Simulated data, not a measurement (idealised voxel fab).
Name of the process module below: voxel self aligned contacts
Xsec cut, 300 nm wide, square cell size 5 nm.
We lay out every cross-section as a grid of square cells and spell it out in bands from the top down, where one band means one or more rows of cells. First you get the band's top height and its bottom height, in nm, and then the materials it's made of, left to right, with each width in nm. If you see a single material with "full width", that one covers the band edge to edge. "blank" is empty space. Basically, 0 is our baseline, since under it the wafer straight out of the box is all one material. The bottom band has no lower end and keeps on going down, so it looks like "0 -> down". Note: "30..40" means the width goes from the first number (top row of the band) to the second number (bottom row) in equal steps per row of cells. Reading "no alteration" for a step: not a cell of the cross-section changed in it. "Trapped voids" enumerates empty spaces isolated from the top, with no open way to it, that contain at least 8 cells, giving each as width x height at distance from the left edge, all three in nm. What comes after the settings on a step's line is commentary from the simulator itself on that step. overlay nm: for a step with a mask, the amount by which the mask lay right of where it was planned; a negative amount means left of it.

[The following list gives the planned process steps]
1: RECEIVE [material Si]
2: OXIDIZE [depth nm 5]
3: DIRECTIONAL_DEP [material polySi] [thk nm 30]
4: DIRECTIONAL_DEP [material SiN] [thk nm 20]
5: DIRECTIONAL_DEP [material aC] [thk nm 10]
6: PATTERN [tone cover] [mask id GATE] [material resist] [width nm 15] [pitch nm 50] [thk nm 25] [overlay nm 0]
7: DIRECTIONAL_ETCH [etch materials aC] [depth nm 10]
8: STRIP [etch materials resist]
9: DIRECTIONAL_ETCH [etch materials SiN] [depth nm 20]
10: DIRECTIONAL_ETCH [etch materials polySi] [depth nm 30]
11: STRIP [etch materials aC]
12: CONFORMAL_DEP [material SiN] [thk nm 5]
13: DIRECTIONAL_ETCH [etch materials SiN] [depth nm 5]
14: FILL_DEP [material SiO2] [thk nm 10]
15: CMP [height nm 55]
16: PATTERN [tone open] [mask id CONTACT] [material resist] [width nm 35] [pitch nm 50] [thk nm 15] [overlay nm 0]
17: DIRECTIONAL_ETCH [etch materials SiO2] [depth nm 60]
18: STRIP [etch materials resist]
19: CONFORMAL_DEP [material TiN] [thk nm 5]
20: FILL_DEP [material W] [thk nm 5]
21: CMP [height nm 55]
22: CONFORMAL_DEP [material SiCN] [thk nm 5]
All wafers enter the flow in the same state. The width nm at step 6 differs from wafer to wafer, and the plan gives the value for the first wafer.

[As-received cross-section, first of several wafers, post step 1]
  0 -> down | Si full width
  Trapped voids: none

[Per wafer (row), end of module: delta in cells per material since receipt, (+) for gained, (-) for lost; closed voids after that]
width nm 15 | -60 Si | +60 SiCN | +96 SiN | +446 SiO2 | +58 TiN | +66 W | +54 polySi | Trapped voids: none
width nm 20 | -60 Si | +60 SiCN | +108 SiN | +438 SiO2 | +58 TiN | +44 W | +72 polySi | Trapped voids: none
width nm 25 | -60 Si | +60 SiCN | +120 SiN | +430 SiO2 | +58 TiN | +22 W | +90 polySi | Trapped voids: none
width nm 30 | -60 Si | +60 SiCN | +132 SiN | +422 SiO2 | +58 TiN | +108 polySi | Trapped voids: none
width nm 35 | -60 Si | +60 SiCN | +144 SiN | +414 SiO2 | +36 TiN | +126 polySi | Trapped voids: none
